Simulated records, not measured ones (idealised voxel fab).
The following is a process module called voxel capacitor over wiring.
The cross-section shown here is cut; it is 170 nm wide and divided into square cells measuring 5 nm on a side.
Cross-section layout: square cells on a grid; listed as bands, top to bottom; a band spans one or more cell rows. Band: top height; bottom height; in nm. Then, left to right: material with width in nm, for each material. "full width": a single material spanning edge to edge. "air": empty space. Height 0 is the level under which the wafer as received is all one material. The lowest band goes on downwards, as in "from 0 down". The expression "30..40" gives the width at the extremes of the band, the first number at its top row of cells and the second at its bottom row, with the width changing by equal amounts from each row to the next in between. Key: "changes: none" - step with no changed cell in the cross-section. Any empty space of 8 cells or more lacking an open way to the top shows up in "Enclosed internal voids" as width x height at distance, distance from the left edge, in nm. On a step's line, text after the settings is the simulator commenting on that step. On any step carrying a mask, the "overlay nm" setting, if present on the step's line, tells how far right of its planned place the mask lay; negative values point to the left.
Below is the list of planned process steps
step 1: op RECEIVE | material Si
step 2: op CONFORMAL_DEP | material SiO2 | thk nm 10
step 3: op CONFORMAL_DEP | material SiCN | thk nm 5
step 4: op DIRECTIONAL_DEP | material SiO2 | thk nm 25
step 5: op DIRECTIONAL_DEP | material aC | thk nm 15
step 6: op PATTERN | tone open | mask id METAL_1 | material resist | width nm 30 | pitch nm 85 | thk nm 35 | overlay nm 0
step 7: op DIRECTIONAL_ETCH | etch materials aC | depth nm 15
step 8: op STRIP | etch materials resist
step 9: op DIRECTIONAL_ETCH | etch materials SiO2 | depth nm 25
step 10: op DIRECTIONAL_ETCH | etch materials SiCN | depth nm 5
step 11: op STRIP | etch materials aC
step 12: op CONFORMAL_DEP | material TiN | thk nm 5
step 13: op FILL_DEP | material Ru | thk nm 10
step 14: op CMP | height nm 40
step 15: op CONFORMAL_DEP | material SiCN | thk nm 5
step 16: op DIRECTIONAL_DEP | material lowk | thk nm 15
step 17: op PATTERN | tone open | mask id PLUG_1 | material resist | width nm 15 | thk nm 20 | overlay nm 0
step 18: op DIRECTIONAL_ETCH | etch materials lowk | depth nm 15
step 19: op DIRECTIONAL_ETCH | etch materials SiCN | depth nm 5
step 20: op STRIP | etch materials resist
step 21: op CONFORMAL_DEP | material TiN | thk nm 5
step 22: op FILL_DEP | material Cu | thk nm 5
step 23: op CMP | height nm 60
step 24: op DIRECTIONAL_DEP | material TiN | thk nm 5
step 25: op DIRECTIONAL_DEP | material Al2O3 | thk nm 5
step 26: op DIRECTIONAL_DEP | material TiN | thk nm 10
step 27: op PATTERN | tone cover | mask id UPPER_PLATE | material resist | width nm 60 | thk nm 20 | overlay nm 0
step 28: op DIRECTIONAL_ETCH | etch materials TiN | depth nm 10
step 29: op DIRECTIONAL_ETCH | etch materials Al2O3 | depth nm 5
step 30: op STRIP | etch materials resist
step 31: op DIRECTIONAL_DEP | material aC | thk nm 10
step 32: op PATTERN | tone cover | mask id LOWER_PLATE | material resist | width nm 70 | thk nm 25 | overlay nm 0
step 33: op DIRECTIONAL_ETCH | etch materials aC | depth nm 10
step 34: op STRIP | etch materials resist
step 35: op DIRECTIONAL_ETCH | etch materials TiN | depth nm 5
step 36: op STRIP | etch materials aC
step 37: op FILL_DEP | material SiO2 | thk nm 20
step 38: op CMP | height nm 95
step 39: op DIRECTIONAL_DEP | material aC | thk nm 15
step 40: op PATTERN | tone open | mask id PLUG_2 | material resist | width nm 15 | thk nm 35 | overlay nm 0
step 41: op DIRECTIONAL_ETCH | etch materials aC | depth nm 15
step 42: op STRIP | etch materials resist
step 43: op DIRECTIONAL_ETCH | etch materials SiO2 | depth nm 15
step 44: op STRIP | etch materials aC
step 45: op CONFORMAL_DEP | material TiN | thk nm 5
step 46: op FILL_DEP | material Cu | thk nm 5
step 47: op CMP | height nm 95
step 48: op CONFORMAL_DEP | material SiN | thk nm 5
Cross-section of the wafer upon arrival, representing the state reached after step 1
	from 0 down | Si full width
	Enclosed internal voids: none
Below is the wafer in cross-section after the module was completed. It began from the starting point shown above and followed the plan shown above, except that one mistake was made while running it
	from 100 to 95 | SiN full width
	from 95 to 85 | 50 SiO2, then 5 TiN, then 5 Cu, then 5 TiN, then 105 SiO2
	from 85 to 80 | 50 SiO2, then 15 TiN, then 105 SiO2
	from 80 to 75 | SiO2 full width
	from 75 to 65 | 40 SiO2, then 60 TiN, then 70 SiO2
	from 65 to 60 | 35 SiO2, then 70 TiN, then 65 SiO2
	from 60 to 45 | 40 lowk, then 5 TiN, then 5 Cu, then 5 TiN, then 115 lowk
	from 45 to 40 | 40 SiCN, then 15 TiN, then 115 SiCN
	from 40 to 15 | 25 SiO2, then 5 TiN, then 20 Ru, then 5 TiN, then 55 SiO2, then 5 TiN, then 20 Ru, then 5 TiN, then 30 SiO2
	from 15 to 10 | 25 SiCN, then 30 TiN, then 55 SiCN, then 30 TiN, then 30 SiCN
	from 10 to 0 | SiO2 full width
	from 0 down | Si full width
	Enclosed internal voids: none
The plan and the run diverged here: heads up, step 25 of the plan was skipped and never actually ran
